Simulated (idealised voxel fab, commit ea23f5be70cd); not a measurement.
The following process module bears the name voxel gate over fins.
FYI the section here is cut, 285 nm wide, cells are 5 nm squares.
A cross-section is a grid of square cells, given in bands from the top down. A band is one or more rows of cells. Read a band's entry like this: the first values are the height of its top and the height of its bottom in nm, and what follows is the sequence of materials from left to right, each with its width in nm. Note that "blank" is empty space, and that a single material marked "edge to edge" reaches across the band from edge to edge. Below 0: as-received wafer, all one material; heights counted from there. Lowest band: no bottom, goes on down, written "top 0, no bottom". It should be noted that a width expressed as "30->40" varies in equal increments from row to row of cells within the band, taking the value of the first number at the top row and that of the second number at the bottom row. "no alterations made" means the step left every cell of the cross-section as it was. So "Closed voids list" is basically the list of trapped voids: any empty space of 8 cells or more that can't reach the top through an opening. They're written width x height at distance, the distance being from the left edge, and it's all nm. Anything after a step's settings on that line? It's the simulator's own note about the step. Among the settings permitted on a step's line is "overlay nm"; applied to a step with a mask, it specifies the extent to which the mask lay to the right of its planned position, whereas a negative figure signifies a position to the left.

Plan:
1. RECEIVE: material Si
2. CONFORMAL_DEP: material SiN, thk nm 5
3. DIRECTIONAL_DEP: material aC, thk nm 15
4. PATTERN: tone cover, mask id FINS, material resist, width nm 15, pitch nm 50, thk nm 30, overlay nm 0
5. DIRECTIONAL_ETCH: etch materials aC, depth nm 15
6. STRIP: etch materials resist
7. DIRECTIONAL_ETCH: etch materials SiN, depth nm 5
8. DIRECTIONAL_ETCH: etch materials Si, depth nm 40
9. STRIP: etch materials aC
10. FILL_DEP: material SiO2, thk nm 10
11. CMP: height nm 5
12. DIRECTIONAL_DEP: material aC, thk nm 15
13. PATTERN: tone open, mask id RAIL, material resist, width nm 15, thk nm 35, overlay nm 0
14. DIRECTIONAL_ETCH: etch materials aC, depth nm 15
15. STRIP: etch materials resist
16. DIRECTIONAL_ETCH: etch materials SiO2, depth nm 40
17. STRIP: etch materials aC
18. CONFORMAL_DEP: material TiN, thk nm 5
19. FILL_DEP: material W, thk nm 5
20. CMP: height nm 5
21. SELECTIVE_ETCH: etch materials W Ru TiN, depth nm 20
22. FILL_DEP: material SiO2, thk nm 5
23. CMP: height nm 5
24. SELECTIVE_ETCH: etch materials SiO2, depth nm 15
25. STRIP: etch materials SiN
26. CONFORMAL_DEP: material HfO2, thk nm 5
27. CONFORMAL_DEP: material TiN, thk nm 5
28. CONFORMAL_DEP: material TiAl, thk nm 5
29. CONFORMAL_DEP: material TiN, thk nm 5
30. FILL_DEP: material W, thk nm 10
31. CMP: height nm 25
32. CONFORMAL_DEP: material SiN, thk nm 10

Incoming wafer in cross-section (state: after step 1):
> top 0, no bottom  Si edge to edge
> Closed voids list: none

Cross-sectional result after module completion. Note: starting condition and plan are unchanged from above; one processing mistake was made:
> top 35, bottom 25  SiN edge to edge
> top 25, bottom 20  W edge to edge
> top 20, bottom 15  TiN edge to edge
> top 15, bottom 10  TiAl edge to edge
> top 10, bottom 5  TiN edge to edge
> top 5, bottom 0  HfO2 90 | TiN 5 | HfO2 45 | TiN 5 | HfO2 45 | TiN 5 | HfO2 90
> top 0, bottom -5  Si 85 | HfO2 5 | TiN 5 | HfO2 5 | Si 35 | HfO2 5 | TiN 5 | HfO2 5 | Si 35 | HfO2 5 | TiN 5 | HfO2 5 | Si 85
> top -5, bottom -10  Si 85 | HfO2 15 | Si 35 | HfO2 15 | Si 35 | HfO2 15 | Si 85
> top -10, bottom -40  Si 85 | SiO2 15 | Si 35 | SiO2 15 | Si 35 | SiO2 15 | Si 85
> top -40, no bottom  Si edge to edge
> Closed voids list: none
Processing error: heads up, step 4 didn't go per plan, it actually ran as PATTERN: tone open, mask id FINS, material resist, width nm 15, pitch nm 50, thk nm 30, overlay nm 0
